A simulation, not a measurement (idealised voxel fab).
You're looking at the process module voxel wiring stack.
This is section cut - it's 280 nm across, gridded in 5 nm square cells.
When this document writes out a cross-section, it uses a grid of square cells and lists it as bands, beginning at the top and moving down, with a band standing for one or more rows of cells.
Top height, bottom height, nm. Materials left to right, width each, nm. Single material + "throughout" = fills band edge to edge. "air" = empty.
Note: height 0 marks the level under which the wafer is uniformly one material as received. Lowest band unbounded below, written "from 0 down".
Think of "30 to 40" as a width that walks from the first number to the second as you go down the band, top row to bottom row, taking equal-sized steps from row to row.
It should be understood that the words "identical to before", when stated for a given step, signify that the cross-section underwent no change in any of its cells during that step.
Entry "Enclosed void list". Content: empty spaces with no open connection to the top, size 8 cells or greater. Each: width x height at distance. Distance: from left edge. Unit: nm.
What comes after the settings on a step's line is commentary from the simulator itself on that step.
overlay nm: where the mask lay relative to plan, measured to the right, on steps with a mask; negatives go left.
### plan
1 RECEIVE | material Si
2 CONFORMAL_DEP | material SiO2 | thk nm 10
3 CONFORMAL_DEP | material SiN | thk nm 5
4 DIRECTIONAL_DEP | material lowk | thk nm 20
5 MASKED_ETCH | tone open | mask id METAL_1 | width nm 20 | pitch nm 50 | etch materials lowk | depth nm 20 | overlay nm 0
6 MASKED_ETCH | tone open | mask id METAL_1 | width nm 20 | pitch nm 50 | etch materials SiN | depth nm 5 | overlay nm 0
7 CONFORMAL_DEP | material TiN | thk nm 5
8 FILL_DEP | material W | thk nm 10
9 CMP | height nm 35
10 CONFORMAL_DEP | material SiCN | thk nm 5
11 DIRECTIONAL_DEP | material SiO2 | thk nm 10
12 DIRECTIONAL_DEP | material aC | thk nm 15
13 PATTERN | tone open | mask id PLUG_1 | material resist | width nm 15 | pitch nm 50 | thk nm 35 | overlay nm 0
14 DIRECTIONAL_ETCH | etch materials aC | depth nm 15
15 STRIP | etch materials resist
16 DIRECTIONAL_ETCH | etch materials SiO2 | depth nm 10
17 DIRECTIONAL_ETCH | etch materials SiCN | depth nm 5
18 STRIP | etch materials aC
19 EPI | material Ru | thk nm 10
20 EPI | material Ru | thk nm 5
21 DIRECTIONAL_DEP | material TiN | thk nm 5
22 DIRECTIONAL_DEP | material Ru | thk nm 25
23 DIRECTIONAL_DEP | material aC | thk nm 10
24 PATTERN | tone cover | mask id METAL_2 | material resist | width nm 20 | pitch nm 50 | thk nm 25 | overlay nm 0
25 DIRECTIONAL_ETCH | etch materials aC | depth nm 10
26 STRIP | etch materials resist
27 DIRECTIONAL_ETCH | etch materials Ru | depth nm 25
28 DIRECTIONAL_ETCH | etch materials TiN | depth nm 5
29 STRIP | etch materials aC
30 FILL_DEP | material lowk | thk nm 10
31 CMP | height nm 80
32 CONFORMAL_DEP | material SiN | thk nm 5
### Of two wafers, the first: run according to plan
### Cross-section of the wafer as it came to us, i.e., already through step 1
> from 0 down  Si throughout
> Enclosed void list: none
### Wafer after step 2 (cross-section)
> from 10 to 0  SiO2 throughout
> All layers under 0 are left as they were.
### Wafer after step 3 (cross-section)
> from 15 to 10  SiN throughout
> All layers under 10 are left as they were.
### Wafer after step 4 (cross-section)
> from 35 to 15  lowk throughout
> All layers under 15 are left as they were.
### Wafer after step 5 (cross-section)
> from 35 to 15  lowk 55 nm | air 20 nm | lowk 30 nm | air 20 nm | lowk 30 nm | air 20 nm | lowk 30 nm | air 20 nm | lowk 55 nm
> All layers under 15 are left as they were.
### Wafer after step 6 (cross-section)
> from 35 to 15  lowk 55 nm | air 20 nm | lowk 30 nm | air 20 nm | lowk 30 nm | air 20 nm | lowk 30 nm | air 20 nm | lowk 55 nm
> from 15 to 10  SiN 55 nm | air 20 nm | SiN 30 nm | air 20 nm | SiN 30 nm | air 20 nm | SiN 30 nm | air 20 nm | SiN 55 nm
> All layers under 10 are left as they were.
### Wafer after step 7 (cross-section)
> from 40 to 35  TiN 60 nm | air 10 nm | TiN 40 nm | air 10 nm | TiN 40 nm | air 10 nm | TiN 40 nm | air 10 nm | TiN 60 nm
> from 35 to 15  lowk 55 nm | TiN 5 nm | air 10 nm | TiN 5 nm | lowk 30 nm | TiN 5 nm | air 10 nm | TiN 5 nm | lowk 30 nm | TiN 5 nm | air 10 nm | TiN 5 nm | lowk 30 nm | TiN 5 nm | air 10 nm | TiN 5 nm | lowk 55 nm
> from 15 to 10  SiN 55 nm | TiN 20 nm | SiN 30 nm | TiN 20 nm | SiN 30 nm | TiN 20 nm | SiN 30 nm | TiN 20 nm | SiN 55 nm
> All layers under 10 are left as they were.
### Wafer after step 8 (cross-section)
> from 50 to 40  W throughout
> from 40 to 35  TiN 60 nm | W 10 nm | TiN 40 nm | W 10 nm | TiN 40 nm | W 10 nm | TiN 40 nm | W 10 nm | TiN 60 nm
> from 35 to 15  lowk 55 nm | TiN 5 nm | W 10 nm | TiN 5 nm | lowk 30 nm | TiN 5 nm | W 10 nm | TiN 5 nm | lowk 30 nm | TiN 5 nm | W 10 nm | TiN 5 nm | lowk 30 nm | TiN 5 nm | W 10 nm | TiN 5 nm | lowk 55 nm
> All layers under 15 are left as they were.
### Wafer after step 9 (cross-section)
> from 35 to 15  lowk 55 nm | TiN 5 nm | W 10 nm | TiN 5 nm | lowk 30 nm | TiN 5 nm | W 10 nm | TiN 5 nm | lowk 30 nm | TiN 5 nm | W 10 nm | TiN 5 nm | lowk 30 nm | TiN 5 nm | W 10 nm | TiN 5 nm | lowk 55 nm
> All layers under 15 are left as they were.
### Wafer after step 10 (cross-section)
> from 40 to 35  SiCN throughout
> All layers under 35 are left as they were.
### Wafer after step 11 (cross-section)
> from 50 to 40  SiO2 throughout
> All layers under 40 are left as they were.
### Wafer after step 12 (cross-section)
> from 65 to 50  aC throughout
> All layers under 50 are left as they were.
### Wafer after step 13 (cross-section)
> from 100 to 65  resist 55 nm | air 15 nm | resist 35 nm | air 15 nm | resist 35 nm | air 15 nm | resist 35 nm | air 15 nm | resist 60 nm
> All layers under 65 are left as they were.
### Wafer after step 14 (cross-section)
> from 85 to 65  resist 55 nm | air 15 nm | resist 35 nm | air 15 nm | resist 35 nm | air 15 nm | resist 35 nm | air 15 nm | resist 60 nm
> from 65 to 50  aC 55 nm | air 15 nm | aC 35 nm | air 15 nm | aC 35 nm | air 15 nm | aC 35 nm | air 15 nm | aC 60 nm
> All layers under 50 are left as they were.
### Wafer after step 15 (cross-section)
> from 65 to 50  aC 55 nm | air 15 nm | aC 35 nm | air 15 nm | aC 35 nm | air 15 nm | aC 35 nm | air 15 nm | aC 60 nm
> All layers under 50 are left as they were.
### Wafer after step 16 (cross-section)
> from 65 to 50  aC 55 nm | air 15 nm | aC 35 nm | air 15 nm | aC 35 nm | air 15 nm | aC 35 nm | air 15 nm | aC 60 nm
> from 50 to 40  SiO2 55 nm | air 15 nm | SiO2 35 nm | air 15 nm | SiO2 35 nm | air 15 nm | SiO2 35 nm | air 15 nm | SiO2 60 nm
> All layers under 40 are left as they were.
### Wafer after step 17 (cross-section)
> from 65 to 50  aC 55 nm | air 15 nm | aC 35 nm | air 15 nm | aC 35 nm | air 15 nm | aC 35 nm | air 15 nm | aC 60 nm
> from 50 to 40  SiO2 55 nm | air 15 nm | SiO2 35 nm | air 15 nm | SiO2 35 nm | air 15 nm | SiO2 35 nm | air 15 nm | SiO2 60 nm
> from 40 to 35  SiCN 55 nm | air 15 nm | SiCN 35 nm | air 15 nm | SiCN 35 nm | air 15 nm | SiCN 35 nm | air 15 nm | SiCN 60 nm
> All layers under 35 are left as they were.
### Wafer after step 18 (cross-section)
> from 50 to 40  SiO2 55 nm | air 15 nm | SiO2 35 nm | air 15 nm | SiO2 35 nm | air 15 nm | SiO2 35 nm | air 15 nm | SiO2 60 nm
> All layers under 40 are left as they were.
### Wafer after step 19 (cross-section)
> from 50 to 45  SiO2 55 nm | air 15 nm | SiO2 35 nm | air 15 nm | SiO2 35 nm | air 15 nm | SiO2 35 nm | air 15 nm | SiO2 60 nm
> from 45 to 40  SiO2 55 nm | Ru 15 nm | SiO2 35 nm | Ru 15 nm | SiO2 35 nm | Ru 15 nm | SiO2 35 nm | Ru 15 nm | SiO2 60 nm
> from 40 to 35  SiCN 55 nm | Ru 15 nm | SiCN 35 nm | Ru 15 nm | SiCN 35 nm | Ru 15 nm | SiCN 35 nm | Ru 15 nm | SiCN 60 nm
> All layers under 35 are left as they were.
### Wafer after step 20 (cross-section)
> from 50 to 40  SiO2 55 nm | Ru 15 nm | SiO2 35 nm | Ru 15 nm | SiO2 35 nm | Ru 15 nm | SiO2 35 nm | Ru 15 nm | SiO2 60 nm
> All layers under 40 are left as they were.
### Wafer after step 21 (cross-section)
> from 55 to 50  TiN throughout
> All layers under 50 are left as they were.
### Wafer after step 22 (cross-section)
> from 80 to 55  Ru throughout
> All layers under 55 are left as they were.
### Wafer after step 23 (cross-section)
> from 90 to 80  aC throughout
> All layers under 80 are left as they were.
### Wafer after step 24 (cross-section)
> from 115 to 90  air 55 nm | resist 20 nm | air 30 nm | resist 20 nm | air 30 nm | resist 20 nm | air 30 nm | resist 20 nm | air 55 nm
> All layers under 90 are left as they were.
### Wafer after step 25 (cross-section)
> from 105 to 90  air 55 nm | resist 20 nm | air 30 nm | resist 20 nm | air 30 nm | resist 20 nm | air 30 nm | resist 20 nm | air 55 nm
> from 90 to 80  air 55 nm | aC 20 nm | air 30 nm | aC 20 nm | air 30 nm | aC 20 nm | air 30 nm | aC 20 nm | air 55 nm
> All layers under 80 are left as they were.
### Wafer after step 26 (cross-section)
> from 90 to 80  air 55 nm | aC 20 nm | air 30 nm | aC 20 nm | air 30 nm | aC 20 nm | air 30 nm | aC 20 nm | air 55 nm
> All layers under 80 are left as they were.
### Wafer after step 27 (cross-section)
> from 90 to 80  air 55 nm | aC 20 nm | air 30 nm | aC 20 nm | air 30 nm | aC 20 nm | air 30 nm | aC 20 nm | air 55 nm
> from 80 to 55  air 55 nm | Ru 20 nm | air 30 nm | Ru 20 nm | air 30 nm | Ru 20 nm | air 30 nm | Ru 20 nm | air 55 nm
> All layers under 55 are left as they were.
### Wafer after step 28 (cross-section)
> from 90 to 80  air 55 nm | aC 20 nm | air 30 nm | aC 20 nm | air 30 nm | aC 20 nm | air 30 nm | aC 20 nm | air 55 nm
> from 80 to 55  air 55 nm | Ru 20 nm | air 30 nm | Ru 20 nm | air 30 nm | Ru 20 nm | air 30 nm | Ru 20 nm | air 55 nm
> from 55 to 50  air 55 nm | TiN 20 nm | air 30 nm | TiN 20 nm | air 30 nm | TiN 20 nm | air 30 nm | TiN 20 nm | air 55 nm
> All layers under 50 are left as they were.
### Wafer after step 29 (cross-section)
> from 80 to 55  air 55 nm | Ru 20 nm | air 30 nm | Ru 20 nm | air 30 nm | Ru 20 nm | air 30 nm | Ru 20 nm | air 55 nm
> All layers under 55 are left as they were.
### Wafer after step 30 (cross-section)
> from 90 to 80  lowk throughout
> from 80 to 55  lowk 55 nm | Ru 20 nm | lowk 30 nm | Ru 20 nm | lowk 30 nm | Ru 20 nm | lowk 30 nm | Ru 20 nm | lowk 55 nm
> from 55 to 50  lowk 55 nm | TiN 20 nm | lowk 30 nm | TiN 20 nm | lowk 30 nm | TiN 20 nm | lowk 30 nm | TiN 20 nm | lowk 55 nm
> All layers under 50 are left as they were.
### Wafer after step 31 (cross-section)
> from 80 to 55  lowk 55 nm | Ru 20 nm | lowk 30 nm | Ru 20 nm | lowk 30 nm | Ru 20 nm | lowk 30 nm | Ru 20 nm | lowk 55 nm
> All layers under 55 are left as they were.
### Wafer after step 32 (cross-section)
> from 85 to 80  SiN throughout
> All layers under 80 are left as they were.
### The remaining wafer, second of the two, started like the first and was run to the same plan, except that one mistake was made along the way; the two coincide through step 1, inclusive
Cross-sectional view of the second wafer at the intended end time of process step 2: identical to before
### Cross-sectional view of the second wafer at the intended end time of process step 3
> from 5 to 0  SiN throughout
> All layers under 0 are left as they were.
### Cross-sectional view of the second wafer at the intended end time of process step 4
> from 25 to 5  lowk throughout
> All layers under 5 are left as they were.
### Cross-sectional view of the second wafer at the intended end time of process step 5
> from 25 to 5  lowk 55 nm | air 20 nm | lowk 30 nm | air 20 nm | lowk 30 nm | air 20 nm | lowk 30 nm | air 20 nm | lowk 55 nm
> All layers under 5 are left as they were.
### Cross-sectional view of the second wafer at the intended end time of process step 6
> from 25 to 5  lowk 55 nm | air 20 nm | lowk 30 nm | air 20 nm | lowk 30 nm | air 20 nm | lowk 30 nm | air 20 nm | lowk 55 nm
> from 5 to 0  SiN 55 nm | air 20 nm | SiN 30 nm | air 20 nm | SiN 30 nm | air 20 nm | SiN 30 nm | air 20 nm | SiN 55 nm
> All layers under 0 are left as they were.
### Cross-sectional view of the second wafer at the intended end time of process step 7
> from 30 to 25  TiN 60 nm | air 10 nm | TiN 40 nm | air 10 nm | TiN 40 nm | air 10 nm | TiN 40 nm | air 10 nm | TiN 60 nm
> from 25 to 5  lowk 55 nm | TiN 5 nm | air 10 nm | TiN 5 nm | lowk 30 nm | TiN 5 nm | air 10 nm | TiN 5 nm | lowk 30 nm | TiN 5 nm | air 10 nm | TiN 5 nm | lowk 30 nm | TiN 5 nm | air 10 nm | TiN 5 nm | lowk 55 nm
> from 5 to 0  SiN 55 nm | TiN 20 nm | SiN 30 nm | TiN 20 nm | SiN 30 nm | TiN 20 nm | SiN 30 nm | TiN 20 nm | SiN 55 nm
> All layers under 0 are left as they were.
### Cross-sectional view of the second wafer at the intended end time of process step 8
> from 40 to 30  W throughout
> from 30 to 25  TiN 60 nm | W 10 nm | TiN 40 nm | W 10 nm | TiN 40 nm | W 10 nm | TiN 40 nm | W 10 nm | TiN 60 nm
> from 25 to 5  lowk 55 nm | TiN 5 nm | W 10 nm | TiN 5 nm | lowk 30 nm | TiN 5 nm | W 10 nm | TiN 5 nm | lowk 30 nm | TiN 5 nm | W 10 nm | TiN 5 nm | lowk 30 nm | TiN 5 nm | W 10 nm | TiN 5 nm | lowk 55 nm
> All layers under 5 are left as they were.
### Cross-sectional view of the second wafer at the intended end time of process step 9
> from 35 to 30  W throughout
> All layers under 30 are left as they were.
### Cross-sectional view of the second wafer at the intended end time of process step 10
> from 40 to 35  SiCN throughout
> All layers under 35 are left as they were.
### Cross-sectional view of the second wafer at the intended end time of process step 11
> from 50 to 40  SiO2 throughout
> All layers under 40 are left as they were.
### Cross-sectional view of the second wafer at the intended end time of process step 12
> from 65 to 50  aC throughout
> All layers under 50 are left as they were.
### Cross-sectional view of the second wafer at the intended end time of process step 13
> from 100 to 65  resist 55 nm | air 15 nm | resist 35 nm | air 15 nm | resist 35 nm | air 15 nm | resist 35 nm | air 15 nm | resist 60 nm
> All layers under 65 are left as they were.
### Cross-sectional view of the second wafer at the intended end time of process step 14
> from 85 to 65  resist 55 nm | air 15 nm | resist 35 nm | air 15 nm | resist 35 nm | air 15 nm | resist 35 nm | air 15 nm | resist 60 nm
> from 65 to 50  aC 55 nm | air 15 nm | aC 35 nm | air 15 nm | aC 35 nm | air 15 nm | aC 35 nm | air 15 nm | aC 60 nm
> All layers under 50 are left as they were.
### Cross-sectional view of the second wafer at the intended end time of process step 15
> from 65 to 50  aC 55 nm | air 15 nm | aC 35 nm | air 15 nm | aC 35 nm | air 15 nm | aC 35 nm | air 15 nm | aC 60 nm
> All layers under 50 are left as they were.
### Cross-sectional view of the second wafer at the intended end time of process step 16
> from 65 to 50  aC 55 nm | air 15 nm | aC 35 nm | air 15 nm | aC 35 nm | air 15 nm | aC 35 nm | air 15 nm | aC 60 nm
> from 50 to 40  SiO2 55 nm | air 15 nm | SiO2 35 nm | air 15 nm | SiO2 35 nm | air 15 nm | SiO2 35 nm | air 15 nm | SiO2 60 nm
> All layers under 40 are left as they were.
### Cross-sectional view of the second wafer at the intended end time of process step 17
> from 65 to 50  aC 55 nm | air 15 nm | aC 35 nm | air 15 nm | aC 35 nm | air 15 nm | aC 35 nm | air 15 nm | aC 60 nm
> from 50 to 40  SiO2 55 nm | air 15 nm | SiO2 35 nm | air 15 nm | SiO2 35 nm | air 15 nm | SiO2 35 nm | air 15 nm | SiO2 60 nm
> from 40 to 35  SiCN 55 nm | air 15 nm | SiCN 35 nm | air 15 nm | SiCN 35 nm | air 15 nm | SiCN 35 nm | air 15 nm | SiCN 60 nm
> All layers under 35 are left as they were.
### Cross-sectional view of the second wafer at the intended end time of process step 18
> from 50 to 40  SiO2 55 nm | air 15 nm | SiO2 35 nm | air 15 nm | SiO2 35 nm | air 15 nm | SiO2 35 nm | air 15 nm | SiO2 60 nm
> All layers under 40 are left as they were.
### Cross-sectional view of the second wafer at the intended end time of process step 19
> from 50 to 45  SiO2 55 nm | air 15 nm | SiO2 35 nm | air 15 nm | SiO2 35 nm | air 15 nm | SiO2 35 nm | air 15 nm | SiO2 60 nm
> from 45 to 40  SiO2 55 nm | Ru 15 nm | SiO2 35 nm | Ru 15 nm | SiO2 35 nm | Ru 15 nm | SiO2 35 nm | Ru 15 nm | SiO2 60 nm
> from 40 to 35  SiCN 55 nm | Ru 15 nm | SiCN 35 nm | Ru 15 nm | SiCN 35 nm | Ru 15 nm | SiCN 35 nm | Ru 15 nm | SiCN 60 nm
> All layers under 35 are left as they were.
### Cross-sectional view of the second wafer at the intended end time of process step 20
> from 50 to 40  SiO2 55 nm | Ru 15 nm | SiO2 35 nm | Ru 15 nm | SiO2 35 nm | Ru 15 nm | SiO2 35 nm | Ru 15 nm | SiO2 60 nm
> All layers under 40 are left as they were.
### Cross-sectional view of the second wafer at the intended end time of process step 21
> from 55 to 50  TiN throughout
> All layers under 50 are left as they were.
### Cross-sectional view of the second wafer at the intended end time of process step 22
> from 80 to 55  Ru throughout
> All layers under 55 are left as they were.
### Cross-sectional view of the second wafer at the intended end time of process step 23
> from 90 to 80  aC throughout
> All layers under 80 are left as they were.
### Cross-sectional view of the second wafer at the intended end time of process step 24
> from 115 to 90  air 55 nm | resist 20 nm | air 30 nm | resist 20 nm | air 30 nm | resist 20 nm | air 30 nm | resist 20 nm | air 55 nm
> All layers under 90 are left as they were.
### Cross-sectional view of the second wafer at the intended end time of process step 25
> from 105 to 90  air 55 nm | resist 20 nm | air 30 nm | resist 20 nm | air 30 nm | resist 20 nm | air 30 nm | resist 20 nm | air 55 nm
> from 90 to 80  air 55 nm | aC 20 nm | air 30 nm | aC 20 nm | air 30 nm | aC 20 nm | air 30 nm | aC 20 nm | air 55 nm
> All layers under 80 are left as they were.
### Cross-sectional view of the second wafer at the intended end time of process step 26
> from 90 to 80  air 55 nm | aC 20 nm | air 30 nm | aC 20 nm | air 30 nm | aC 20 nm | air 30 nm | aC 20 nm | air 55 nm
> All layers under 80 are left as they were.
### Cross-sectional view of the second wafer at the intended end time of process step 27
> from 90 to 80  air 55 nm | aC 20 nm | air 30 nm | aC 20 nm | air 30 nm | aC 20 nm | air 30 nm | aC 20 nm | air 55 nm
> from 80 to 55  air 55 nm | Ru 20 nm | air 30 nm | Ru 20 nm | air 30 nm | Ru 20 nm | air 30 nm | Ru 20 nm | air 55 nm
> All layers under 55 are left as they were.
### Cross-sectional view of the second wafer at the intended end time of process step 28
> from 90 to 80  air 55 nm | aC 20 nm | air 30 nm | aC 20 nm | air 30 nm | aC 20 nm | air 30 nm | aC 20 nm | air 55 nm
> from 80 to 55  air 55 nm | Ru 20 nm | air 30 nm | Ru 20 nm | air 30 nm | Ru 20 nm | air 30 nm | Ru 20 nm | air 55 nm
> from 55 to 50  air 55 nm | TiN 20 nm | air 30 nm | TiN 20 nm | air 30 nm | TiN 20 nm | air 30 nm | TiN 20 nm | air 55 nm
> All layers under 50 are left as they were.
### Cross-sectional view of the second wafer at the intended end time of process step 29
> from 80 to 55  air 55 nm | Ru 20 nm | air 30 nm | Ru 20 nm | air 30 nm | Ru 20 nm | air 30 nm | Ru 20 nm | air 55 nm
> All layers under 55 are left as they were.
### Cross-sectional view of the second wafer at the intended end time of process step 30
> from 90 to 80  lowk throughout
> from 80 to 55  lowk 55 nm | Ru 20 nm | lowk 30 nm | Ru 20 nm | lowk 30 nm | Ru 20 nm | lowk 30 nm | Ru 20 nm | lowk 55 nm
> from 55 to 50  lowk 55 nm | TiN 20 nm | lowk 30 nm | TiN 20 nm | lowk 30 nm | TiN 20 nm | lowk 30 nm | TiN 20 nm | lowk 55 nm
> All layers under 50 are left as they were.
### Cross-sectional view of the second wafer at the intended end time of process step 31
> from 80 to 55  lowk 55 nm | Ru 20 nm | lowk 30 nm | Ru 20 nm | lowk 30 nm | Ru 20 nm | lowk 30 nm | Ru 20 nm | lowk 55 nm
> All layers under 55 are left as they were.
### Cross-sectional view of the second wafer at the intended end time of process step 32
> from 85 to 80  SiN throughout
> All layers under 80 are left as they were.
Which mistake was made when the wafer was run? step 2 of the plan: omitted, not performed
Counted in cells at the end, the second wafer holds more or fewer of these materials than the first: SiO2 -112, TiN +48, W +64
